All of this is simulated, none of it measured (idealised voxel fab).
Name of the process module below: voxel gate over fins
The cross-section shown here is cut; it is 225 nm wide and divided into square cells measuring 5 nm on a side.
The cross-sections in this document take the form of a grid made of square cells. They are written out as bands, in order from top to bottom. Each band consists of one or more rows of cells. Quick guide to a band line: top height, bottom height (nm) up front; then every material left to right with its width in nm. Only one material and it's marked "all across"? Then it fills the band edge to edge. And "air" just means empty space. The level at which height equals 0 is the one under which the wafer, as it arrives, is entirely one material. No lower edge exists for the bottom band, which continues downward and is notated as in "z 0 and below". Quick explanation for "30->40": the width changes in equal steps down the rows of cells, from the first number in the band's top row to the second number in its bottom row. Any step labelled "nothing got changed" changed none of the cells in the cross-section. Reported under the label "Sealed void list" are the empty spaces having no open way to the top and comprising 8 cells or more; the notation for each is width x height at distance, in which the distance is measured from the left edge and all three values are in nm. That trailing text on a step's line, after the settings, is the simulator's own remark on the step. Among the settings permitted on a step's line is "overlay nm"; applied to a step with a mask, it specifies the extent to which the mask lay to the right of its planned position, whereas a negative figure signifies a position to the left.

Steps planned for the process:
| 1 | RECEIVE with material Si |
| 2 | CONFORMAL_DEP with material SiN, thk nm 5 |
| 3 | PATTERN with tone cover, mask id FINS, material resist, width nm 15, pitch nm 45, thk nm 15, overlay nm 0 |
| 4 | DIRECTIONAL_ETCH with etch materials SiN, depth nm 5 |
| 5 | DIRECTIONAL_ETCH with etch materials Si, depth nm 30 |
| 6 | STRIP with etch materials resist |
| 7 | OXIDIZE with depth nm 5 |
| 8 | FILL_DEP with material SiO2, thk nm 10 |
| 9 | CMP with height nm 5 |
| 10 | SELECTIVE_ETCH with etch materials SiO2, depth nm 20 |
| 11 | STRIP with etch materials SiN |
| 12 | CONFORMAL_DEP with material HfO2, thk nm 5 |
| 13 | CONFORMAL_DEP with material TiN, thk nm 5 |
| 14 | CONFORMAL_DEP with material TiAl, thk nm 5 |
| 15 | CONFORMAL_DEP with material TiN, thk nm 5 |
| 16 | FILL_DEP with material W, thk nm 15 |
| 17 | CMP with height nm 30 |
| 18 | CONFORMAL_DEP with material SiCN, thk nm 5 |

So this is the incoming wafer in cross-section - it's already been through step 1:
> z 0 and below  Si all across
> Sealed void list: none

Post-module cross-section: identical start and plan to those above, one misstep in execution:
> z 35 to 30  SiCN all across
> z 30 to 20  W all across
> z 20 to 15  TiN all across
> z 15 to 10  TiAl all across
> z 10 to 5  40 of TiN, 5 of TiAl, 40 of TiN, 5 of TiAl, 40 of TiN, 5 of TiAl, 40 of TiN, 5 of TiAl, 45 of TiN
> z 5 to 0  35 of HfO2, 5 of TiN, 5 of TiAl, 5 of TiN, 30 of HfO2, 5 of TiN, 5 of TiAl, 5 of TiN, 30 of HfO2, 5 of TiN, 5 of TiAl, 5 of TiN, 30 of HfO2, 5 of TiN, 5 of TiAl, 5 of TiN, 40 of HfO2
> z 0 to -5  30 of Si, 5 of HfO2, 5 of TiN, 5 of TiAl, 5 of TiN, 5 of HfO2, 20 of Si, 5 of HfO2, 5 of TiN, 5 of TiAl, 5 of TiN, 5 of HfO2, 20 of Si, 5 of HfO2, 5 of TiN, 5 of TiAl, 5 of TiN, 5 of HfO2, 20 of Si, 5 of HfO2, 5 of TiN, 5 of TiAl, 5 of TiN, 5 of HfO2, 35 of Si
> z -5 to -10  30 of Si, 5 of HfO2, 15 of TiN, 5 of HfO2, 20 of Si, 5 of HfO2, 15 of TiN, 5 of HfO2, 20 of Si, 5 of HfO2, 15 of TiN, 5 of HfO2, 20 of Si, 5 of HfO2, 15 of TiN, 5 of HfO2, 35 of Si
> z -10 to -15  30 of Si, 25 of HfO2, 20 of Si, 25 of HfO2, 20 of Si, 25 of HfO2, 20 of Si, 25 of HfO2, 35 of Si
> z -15 to -35  30 of Si, 25 of SiO2, 20 of Si, 25 of SiO2, 20 of Si, 25 of SiO2, 20 of Si, 25 of SiO2, 35 of Si
> z -35 and below  Si all across
> Sealed void list: none
It is concluded that the wafer was processed incorrectly with respect to the plan, in that contrary to plan, step 3 was performed as PATTERN with tone open, mask id FINS, material resist, width nm 15, pitch nm 45, thk nm 15, overlay nm 0
